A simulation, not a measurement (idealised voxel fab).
A process module follows: voxel self aligned contacts.
Cross-sectional view cut (width: 245 nm; square cell size: 5 nm).
Just so we're on the same page, the cross-sections are grids of square cells, and they're listed out in bands top to bottom, each band one or more rows deep.
Within each band entry, the heights of the top and of the bottom of the band appear first, in that order and in nm; the materials of the band then follow from left to right, each with its corresponding width in nm. The designation "full width" on a single material indicates that it fills the band from edge to edge; the designation "empty" indicates empty space.
Below 0: as-received wafer, all one material; heights counted from there. Lowest band: no bottom, goes on down, written "0 and below".
The two numbers in a width such as "30->40" mark its ends across the band: the first belongs to the top row of cells, the second to the bottom row, and from each row to the next the width moves by the same amount.
You'll sometimes find "identical to before" written for a step, and that's the way of saying that nowhere in the cross-section did a cell change during that step.
The label "Sealed void list" introduces a list of the empty spaces, 8 cells or larger, that have no open way up to the top; each entry in it reads width x height at distance, where the distance is taken from the left edge and all three are stated in nm.
after a step's settings: what the simulator itself notes on the step
Steps that use a mask can have "overlay nm" on their line. It says how far the mask sat to the right of where it was meant to be. Negative means to the left.
## Process steps foreseen in the plan
- 1: RECEIVE,material Si
- 2: OXIDIZE,depth nm 5
- 3: DIRECTIONAL_DEP,material polySi,thk nm 30
- 4: DIRECTIONAL_DEP,material SiN,thk nm 20
- 5: DIRECTIONAL_DEP,material aC,thk nm 10
- 6: PATTERN,tone cover,mask id GATE,material resist,width nm 35,pitch nm 80,thk nm 30,overlay nm 0
- 7: DIRECTIONAL_ETCH,etch materials aC,depth nm 10
- 8: STRIP,etch materials resist
- 9: DIRECTIONAL_ETCH,etch materials SiN,depth nm 20
- 10: DIRECTIONAL_ETCH,etch materials polySi,depth nm 30
- 11: STRIP,etch materials aC
- 12: CONFORMAL_DEP,material SiN,thk nm 10
- 13: DIRECTIONAL_ETCH,etch materials SiN,depth nm 10
- 14: FILL_DEP,material SiO2,thk nm 10
- 15: CMP,height nm 55
- 16: MASKED_ETCH,tone open,mask id CONTACT,width nm 55,etch materials SiO2,depth nm 60,overlay nm 0
- 17: CONFORMAL_DEP,material TiN,thk nm 5
- 18: FILL_DEP,material Ru,thk nm 5
- 19: CMP,height nm 55
- 20: CONFORMAL_DEP,material SiN,thk nm 5
## Cross-section: wafer on arrival = after step 1
  0 and below | Si full width
  Sealed void list: none
## Look at the cross-section after the module: the wafer started out the way shown above and the plan was the one shown above, yet one mistake was made along the way
  60 down to 55 | SiN full width
  55 down to 50 | 95 SiO2 / 55 TiN / 95 SiO2
  50 down to 30 | 75 SiN / 15 SiO2 / 65 SiN / 15 SiO2 / 75 SiN
  30 down to 0 | 65 polySi / 10 SiN / 15 SiO2 / 10 SiN / 45 polySi / 10 SiN / 15 SiO2 / 10 SiN / 65 polySi
  0 down to -5 | SiO2 full width
  -5 and below | Si full width
  Sealed void list: none
The mistake made against the process plan was this: for step 6, the planned setting was not used; the step was instead run as PATTERN,tone open,mask id GATE,material resist,width nm 35,pitch nm 80,thk nm 30,overlay nm 0
